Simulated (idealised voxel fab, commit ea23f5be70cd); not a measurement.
Module name: voxel quadruple lines (process module)
Pictured: cross-section cut, 230 nm wide, on a grid of 5 nm square cells.
Cross-section layout: square cells on a grid; listed as bands, top to bottom; a band spans one or more cell rows. First you get the band's top height and its bottom height, in nm, and then the materials it's made of, left to right, with each width in nm. If you see a single material with "all across", that one covers the band edge to edge. "blank" is empty space. Height datum 0, below which the as-received substrate wafer is one material. Lowest band open at the bottom, running downward: "0 and below". The width entry "30->40" should be interpreted row by row: the top row of cells in the band takes the first number, the bottom row takes the second number, and the change between adjacent rows is uniform throughout. The designation "stayed the same", where it is given for a processing step, indicates that no cell of the cross-section was altered in the course of that step. The entry "Listed closed voids" lists the empty spaces that cover at least 8 cells and have no open path to the top. Each is written as width x height at distance, where the distance is measured from the left edge and all three values are in nm. Where a step's line continues beyond its settings, the continuation is a remark by the simulator itself on that step. You can add "overlay nm" to a step's line. For a step with a mask, it describes how far the mask lay to the right of its planned position, and a negative number describes a lay to the left.
**List of planned process steps**
1: RECEIVE,material Si
2: CONFORMAL_DEP,material SiO2,thk nm 5
3: DIRECTIONAL_DEP,material W,thk nm 15
4: DIRECTIONAL_DEP,material polySi,thk nm 20
5: DIRECTIONAL_DEP,material aC,thk nm 20
6: PATTERN,tone cover,mask id MANDREL,material resist,width nm 30,pitch nm 80,thk nm 25,overlay nm 0
7: DIRECTIONAL_ETCH,etch materials aC,depth nm 20
8: STRIP,etch materials resist
9: CONFORMAL_DEP,material SiO2,thk nm 10
10: DIRECTIONAL_ETCH,etch materials SiO2,depth nm 10
11: STRIP,etch materials aC
12: DIRECTIONAL_ETCH,etch materials polySi,depth nm 20
13: STRIP,etch materials SiO2
14: CONFORMAL_DEP,material SiCN,thk nm 10
15: DIRECTIONAL_ETCH,etch materials SiCN,depth nm 10
16: STRIP,etch materials polySi
17: DIRECTIONAL_ETCH,etch materials W,depth nm 15
18: STRIP,etch materials SiCN
19: FILL_DEP,material SiO2,thk nm 5
20: CMP,height nm 20
**Concerning the first of two wafers, which was run in accordance with the plan**
**Cross-section of the wafer at receipt, which is the condition after step 1**
  0 and below: Si all across
  Listed closed voids: none
**Wafer after step 2 (cross-section)**
  5 down to 0: SiO2 all across
  No changes below 0.
**Wafer after step 3 (cross-section)**
  20 down to 5: W all across
  No changes below 5.
**Wafer after step 4 (cross-section)**
  40 down to 20: polySi all across
  No changes below 20.
**Wafer after step 5 (cross-section)**
  60 down to 40: aC all across
  No changes below 40.
**Wafer after step 6 (cross-section)**
  85 down to 60: 60 of blank, 30 of resist, 50 of blank, 30 of resist, 60 of blank
  No changes below 60.
**Wafer after step 7 (cross-section)**
  65 down to 60: 60 of blank, 30 of resist, 50 of blank, 30 of resist, 60 of blank
  60 down to 40: 60 of blank, 30 of aC, 50 of blank, 30 of aC, 60 of blank
  No changes below 40.
**Wafer after step 8 (cross-section)**
  60 down to 40: 60 of blank, 30 of aC, 50 of blank, 30 of aC, 60 of blank
  No changes below 40.
**Wafer after step 9 (cross-section)**
  70 down to 60: 50 of blank, 50 of SiO2, 30 of blank, 50 of SiO2, 50 of blank
  60 down to 50: 50 of blank, 10 of SiO2, 30 of aC, 10 of SiO2, 30 of blank, 10 of SiO2, 30 of aC, 10 of SiO2, 50 of blank
  50 down to 40: 60 of SiO2, 30 of aC, 50 of SiO2, 30 of aC, 60 of SiO2
  No changes below 40.
**Wafer after step 10 (cross-section)**
  60 down to 40: 50 of blank, 10 of SiO2, 30 of aC, 10 of SiO2, 30 of blank, 10 of SiO2, 30 of aC, 10 of SiO2, 50 of blank
  No changes below 40.
**Wafer after step 11 (cross-section)**
  60 down to 40: 50 of blank, 10 of SiO2, 30 of blank, 10 of SiO2, 30 of blank, 10 of SiO2, 30 of blank, 10 of SiO2, 50 of blank
  No changes below 40.
**Wafer after step 12 (cross-section)**
  60 down to 40: 50 of blank, 10 of SiO2, 30 of blank, 10 of SiO2, 30 of blank, 10 of SiO2, 30 of blank, 10 of SiO2, 50 of blank
  40 down to 20: 50 of blank, 10 of polySi, 30 of blank, 10 of polySi, 30 of blank, 10 of polySi, 30 of blank, 10 of polySi, 50 of blank
  No changes below 20.
**Wafer after step 13 (cross-section)**
  40 down to 20: 50 of blank, 10 of polySi, 30 of blank, 10 of polySi, 30 of blank, 10 of polySi, 30 of blank, 10 of polySi, 50 of blank
  No changes below 20.
**Wafer after step 14 (cross-section)**
  50 down to 40: 40 of blank, 30 of SiCN, 10 of blank, 30 of SiCN, 10 of blank, 30 of SiCN, 10 of blank, 30 of SiCN, 40 of blank
  40 down to 30: 40 of blank, 10 of SiCN, 10 of polySi, 10 of SiCN, 10 of blank, 10 of SiCN, 10 of polySi, 10 of SiCN, 10 of blank, 10 of SiCN, 10 of polySi, 10 of SiCN, 10 of blank, 10 of SiCN, 10 of polySi, 10 of SiCN, 40 of blank
  30 down to 20: 50 of SiCN, 10 of polySi, 30 of SiCN, 10 of polySi, 30 of SiCN, 10 of polySi, 30 of SiCN, 10 of polySi, 50 of SiCN
  No changes below 20.
**Wafer after step 15 (cross-section)**
  40 down to 20: 40 of blank, 10 of SiCN, 10 of polySi, 10 of SiCN, 10 of blank, 10 of SiCN, 10 of polySi, 10 of SiCN, 10 of blank, 10 of SiCN, 10 of polySi, 10 of SiCN, 10 of blank, 10 of SiCN, 10 of polySi, 10 of SiCN, 40 of blank
  No changes below 20.
**Wafer after step 16 (cross-section)**
  40 down to 20: 40 of blank, 10 of SiCN, 10 of blank, 10 of SiCN, 10 of blank, 10 of SiCN, 10 of blank, 10 of SiCN, 10 of blank, 10 of SiCN, 10 of blank, 10 of SiCN, 10 of blank, 10 of SiCN, 10 of blank, 10 of SiCN, 40 of blank
  No changes below 20.
**Wafer after step 17 (cross-section)**
  40 down to 20: 40 of blank, 10 of SiCN, 10 of blank, 10 of SiCN, 10 of blank, 10 of SiCN, 10 of blank, 10 of SiCN, 10 of blank, 10 of SiCN, 10 of blank, 10 of SiCN, 10 of blank, 10 of SiCN, 10 of blank, 10 of SiCN, 40 of blank
  20 down to 5: 40 of blank, 10 of W, 10 of blank, 10 of W, 10 of blank, 10 of W, 10 of blank, 10 of W, 10 of blank, 10 of W, 10 of blank, 10 of W, 10 of blank, 10 of W, 10 of blank, 10 of W, 40 of blank
  No changes below 5.
**Wafer after step 18 (cross-section)**
  20 down to 5: 40 of blank, 10 of W, 10 of blank, 10 of W, 10 of blank, 10 of W, 10 of blank, 10 of W, 10 of blank, 10 of W, 10 of blank, 10 of W, 10 of blank, 10 of W, 10 of blank, 10 of W, 40 of blank
  No changes below 5.
**Wafer after step 19 (cross-section)**
  25 down to 20: SiO2 all across
  20 down to 5: 40 of SiO2, 10 of W, 10 of SiO2, 10 of W, 10 of SiO2, 10 of W, 10 of SiO2, 10 of W, 10 of SiO2, 10 of W, 10 of SiO2, 10 of W, 10 of SiO2, 10 of W, 10 of SiO2, 10 of W, 40 of SiO2
  No changes below 5.
**Wafer after step 20 (cross-section)**
  20 down to 5: 40 of SiO2, 10 of W, 10 of SiO2, 10 of W, 10 of SiO2, 10 of W, 10 of SiO2, 10 of W, 10 of SiO2, 10 of W, 10 of SiO2, 10 of W, 10 of SiO2, 10 of W, 10 of SiO2, 10 of W, 40 of SiO2
  No changes below 5.
**Here the second wafer is described. Its start and its plan were those of the first wafer. Its run contained one mistake. Up to and including step 2, it did exactly what the first wafer did**
**Second wafer, cut view, end of step 3 per plan**
  25 down to 5: polySi all across
  No changes below 5.
**Second wafer, cut view, end of step 4 per plan**
  40 down to 25: W all across
  No changes below 25.
**Second wafer, cut view, end of step 5 per plan**
  60 down to 40: aC all across
  No changes below 40.
**Second wafer, cut view, end of step 6 per plan**
  85 down to 60: 60 of blank, 30 of resist, 50 of blank, 30 of resist, 60 of blank
  No changes below 60.
**Second wafer, cut view, end of step 7 per plan**
  65 down to 60: 60 of blank, 30 of resist, 50 of blank, 30 of resist, 60 of blank
  60 down to 40: 60 of blank, 30 of aC, 50 of blank, 30 of aC, 60 of blank
  No changes below 40.
**Second wafer, cut view, end of step 8 per plan**
  60 down to 40: 60 of blank, 30 of aC, 50 of blank, 30 of aC, 60 of blank
  No changes below 40.
**Second wafer, cut view, end of step 9 per plan**
  70 down to 60: 50 of blank, 50 of SiO2, 30 of blank, 50 of SiO2, 50 of blank
  60 down to 50: 50 of blank, 10 of SiO2, 30 of aC, 10 of SiO2, 30 of blank, 10 of SiO2, 30 of aC, 10 of SiO2, 50 of blank
  50 down to 40: 60 of SiO2, 30 of aC, 50 of SiO2, 30 of aC, 60 of SiO2
  No changes below 40.
**Second wafer, cut view, end of step 10 per plan**
  60 down to 40: 50 of blank, 10 of SiO2, 30 of aC, 10 of SiO2, 30 of blank, 10 of SiO2, 30 of aC, 10 of SiO2, 50 of blank
  No changes below 40.
**Second wafer, cut view, end of step 11 per plan**
  60 down to 40: 50 of blank, 10 of SiO2, 30 of blank, 10 of SiO2, 30 of blank, 10 of SiO2, 30 of blank, 10 of SiO2, 50 of blank
  No changes below 40.
Second wafer, cut view, end of step 12 per plan: stayed the same
**Second wafer, cut view, end of step 13 per plan**
  40 down to 25: W all across
  No changes below 25.
**Second wafer, cut view, end of step 14 per plan**
  50 down to 40: SiCN all across
  No changes below 40.
**Second wafer, cut view, end of step 15 per plan**
  40 down to 25: W all across
  No changes below 25.
Second wafer, cut view, end of step 16 per plan: stayed the same
**Second wafer, cut view, end of step 17 per plan**
  25 down to 5: polySi all across
  No changes below 5.
Second wafer, cut view, end of step 18 per plan: stayed the same
**Second wafer, cut view, end of step 19 per plan**
  30 down to 25: SiO2 all across
  No changes below 25.
**Second wafer, cut view, end of step 20 per plan**
  20 down to 5: polySi all across
  No changes below 5.
Which mistake was made when the wafer was run? steps 3 and 4: order swapped relative to plan
Final comparison by cell count, materials where the second wafer has more or fewer than the first: SiO2: 90 fewer | W: 48 fewer | polySi: 138 more
